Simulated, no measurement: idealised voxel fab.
The name of this process module is voxel fin reveal.
Each square cell in cross-section cut measures 5 nm, and the section as a whole is 240 nm wide.
Cross-section spec: square-cell grid; bands listed top down; each band is one or more rows.
The band entry comprises the height of the band's top followed by the height of its bottom, expressed in nm, and subsequently the band's materials from left to right, each stated together with its width in nm. Where a single material is marked with the word "full width", that material fills the band from edge to edge. The word "blank" represents empty space.
Height datum 0, below which the as-received substrate wafer is one material. Lowest band open at the bottom, running downward: "0..down".
A width given as "30 to 40" starts at the first number in the band's top row and ends at the second number in its bottom row, shifting by an equal amount at every step from row to row.
You'll sometimes find "no alterations made" written for a step, and that's the way of saying that nowhere in the cross-section did a cell change during that step.
"Enclosed void listing" contains a list of empty spaces, each no smaller than 8 cells and without an open way to the top, written in the form width x height at distance with the distance from the left edge and all three in nm.
after a step's settings: what the simulator itself notes on the step
A step line may carry the setting "overlay nm", which, for steps involving a mask, states the distance by which the mask lay to the right of its intended position; negative values denote displacement to the left.
Steps in the process plan:
1 op RECEIVE | material Si
2 op CONFORMAL_DEP | material SiN | thk nm 5
3 op MASKED_ETCH | tone cover | mask id FINS | width nm 15 | pitch nm 45 | etch materials SiN | depth nm 5 | overlay nm 0
4 op MASKED_ETCH | tone cover | mask id FINS | width nm 15 | pitch nm 45 | etch materials Si | depth nm 35 | overlay nm 0
5 op OXIDIZE | depth nm 5
6 op FILL_DEP | material SiO2 | thk nm 10
7 op CMP | height nm 5
8 op SELECTIVE_ETCH | etch materials SiO2 | depth nm 15
9 op STRIP | etch materials SiN
The cross-section here shows the wafer as received, i.e. in its state after step 1:
    0..down | Si full width
    Enclosed void listing: none
Wafer cross-section at module end: first of two, run to plan:
    0..-10 | 50 blank, 5 Si, 40 blank, 5 Si, 40 blank, 5 Si, 40 blank, 5 Si, 50 blank
    -10..-40 | 50 SiO2, 5 Si, 40 SiO2, 5 Si, 40 SiO2, 5 Si, 40 SiO2, 5 Si, 50 SiO2
    -40..down | Si full width
    Enclosed void listing: none
Presented here is a cross-section of the second of the two wafers as it stood at the end of the module. It was started in the same manner and assigned the same plan as the first wafer; however, one mistake was made in its execution:
    0..-25 | 50 blank, 5 Si, 40 blank, 5 Si, 40 blank, 5 Si, 40 blank, 5 Si, 50 blank
    -25..-40 | 50 SiO2, 5 Si, 40 SiO2, 5 Si, 40 SiO2, 5 Si, 40 SiO2, 5 Si, 50 SiO2
    -40..down | Si full width
    Enclosed void listing: none
What was the processing mistake? heads up, step 8 of the plan got done twice
Per the end-of-run cell counts, the second wafer holds more or fewer of some materials than the first: SiO2 -132
